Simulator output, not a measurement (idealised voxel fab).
The process module presented herein is designated voxel capacitor over wiring.
cross-section cut | 240 nm wide | cells 5 nm
Cross-section spec: square-cell grid; bands listed top down; each band is one or more rows. First you get the band's top height and its bottom height, in nm, and then the materials it's made of, left to right, with each width in nm. If you see a single material with "everywhere", that one covers the band edge to edge. "blank" is empty space. A quick word on heights: they are counted from 0, and under that level the wafer as it came to us is one material throughout. The lowest band is different from the rest in having no bottom; it simply continues downward, written as in "0 and below". Top row gets the first number, bottom row gets the second, and each row in between changes by the same step: that is how a band width like "30->40" works. Where the words "changes: none" appear for a step, the cross-section shows no cell changed by that step; every cell remained as before. Closed empty spaces (no open way to the top) of 8 cells or more are what "Enclosed void entries" lists, each as width x height at distance from the left edge, nm for all three. Text after the settings on a step's line: the simulator's own remark on that step. Steps that use a mask can have "overlay nm" on their line. It says how far the mask sat to the right of where it was meant to be. Negative means to the left.

Planned process steps
- 1: RECEIVE | material Si
- 2: CONFORMAL_DEP | material SiO2 | thk nm 10
- 3: CONFORMAL_DEP | material SiCN | thk nm 5
- 4: DIRECTIONAL_DEP | material SiO2 | thk nm 15
- 5: DIRECTIONAL_DEP | material aC | thk nm 10
- 6: PATTERN | tone open | mask id METAL_1 | material resist | width nm 20 | pitch nm 80 | thk nm 30 | overlay nm 0
- 7: DIRECTIONAL_ETCH | etch materials aC | depth nm 10
- 8: STRIP | etch materials resist
- 9: DIRECTIONAL_ETCH | etch materials SiO2 | depth nm 15
- 10: DIRECTIONAL_ETCH | etch materials SiCN | depth nm 5
- 11: STRIP | etch materials aC
- 12: CONFORMAL_DEP | material TiN | thk nm 5
- 13: FILL_DEP | material W | thk nm 10
- 14: CMP | height nm 30
- 15: EPI | material Ru | thk nm 5
- 16: FILL_DEP | material SiCN | thk nm 5
- 17: DIRECTIONAL_DEP | material lowk | thk nm 15
- 18: MASKED_ETCH | tone open | mask id PLUG_1 | width nm 15 | etch materials lowk | depth nm 15 | overlay nm 0
- 19: MASKED_ETCH | tone open | mask id PLUG_1 | width nm 15 | etch materials SiCN | depth nm 5 | overlay nm 0
- 20: CONFORMAL_DEP | material TiN | thk nm 5
- 21: FILL_DEP | material Ru | thk nm 5
- 22: CMP | height nm 55
- 23: DIRECTIONAL_DEP | material TiN | thk nm 5
- 24: DIRECTIONAL_DEP | material SiN | thk nm 5
- 25: DIRECTIONAL_DEP | material TiN | thk nm 5
- 26: MASKED_ETCH | tone cover | mask id UPPER_PLATE | width nm 65 | etch materials TiN | depth nm 5 | overlay nm 0
- 27: MASKED_ETCH | tone cover | mask id UPPER_PLATE | width nm 65 | etch materials SiN | depth nm 5 | overlay nm 0
- 28: DIRECTIONAL_DEP | material aC | thk nm 15
- 29: PATTERN | tone cover | mask id LOWER_PLATE | material resist | width nm 75 | thk nm 30 | overlay nm 0
- 30: DIRECTIONAL_ETCH | etch materials aC | depth nm 15
- 31: STRIP | etch materials resist
- 32: DIRECTIONAL_ETCH | etch materials TiN | depth nm 5
- 33: STRIP | etch materials aC
- 34: FILL_DEP | material SiO2 | thk nm 20
- 35: CMP | height nm 85
- 36: PATTERN | tone open | mask id PLUG_2 | material resist | width nm 15 | thk nm 15 | overlay nm 0
- 37: DIRECTIONAL_ETCH | etch materials SiO2 | depth nm 15
- 38: STRIP | etch materials resist
- 39: CONFORMAL_DEP | material TiN | thk nm 5
- 40: FILL_DEP | material Cu | thk nm 10
- 41: CMP | height nm 85
- 42: CONFORMAL_DEP | material SiCN | thk nm 5

Cross-section of the wafer upon arrival, representing the state reached after step 1
	0 and below  Si everywhere
	Enclosed void entries: none

What the wafer looks like in cross-section after this module, when it starts as shown above and follows the plan above but one mistake is made in running it
	90 down to 85  SiCN everywhere
	85 down to 75  SiO2 (85), then TiN (5), then Cu (5), then TiN (5), then SiO2 (140)
	75 down to 65  SiO2 (85->75), then TiN (15->65), then SiO2 (140->100)
	65 down to 60  SiO2 (75), then SiN (65), then SiO2 (100)
	60 down to 55  SiO2 (70), then TiN (75), then SiO2 (95)
	55 down to 40  lowk (75), then TiN (5), then Ru (5), then TiN (5), then lowk (150)
	40 down to 35  SiCN (75), then TiN (15), then SiCN (150)
	35 down to 30  SiCN (65), then Ru (30), then SiCN (50), then Ru (30), then SiCN (65)
	30 down to 15  SiO2 (70), then TiN (5), then W (10), then TiN (5), then SiO2 (60), then TiN (5), then W (10), then TiN (5), then SiO2 (70)
	15 down to 10  SiCN (70), then TiN (20), then SiCN (60), then TiN (20), then SiCN (70)
	10 down to 0  lowk everywhere
	0 and below  Si everywhere
	Enclosed void entries: none
Error vs. plan: step 2 went in with a setting other than planned; the actual run was CONFORMAL_DEP | material lowk | thk nm 10
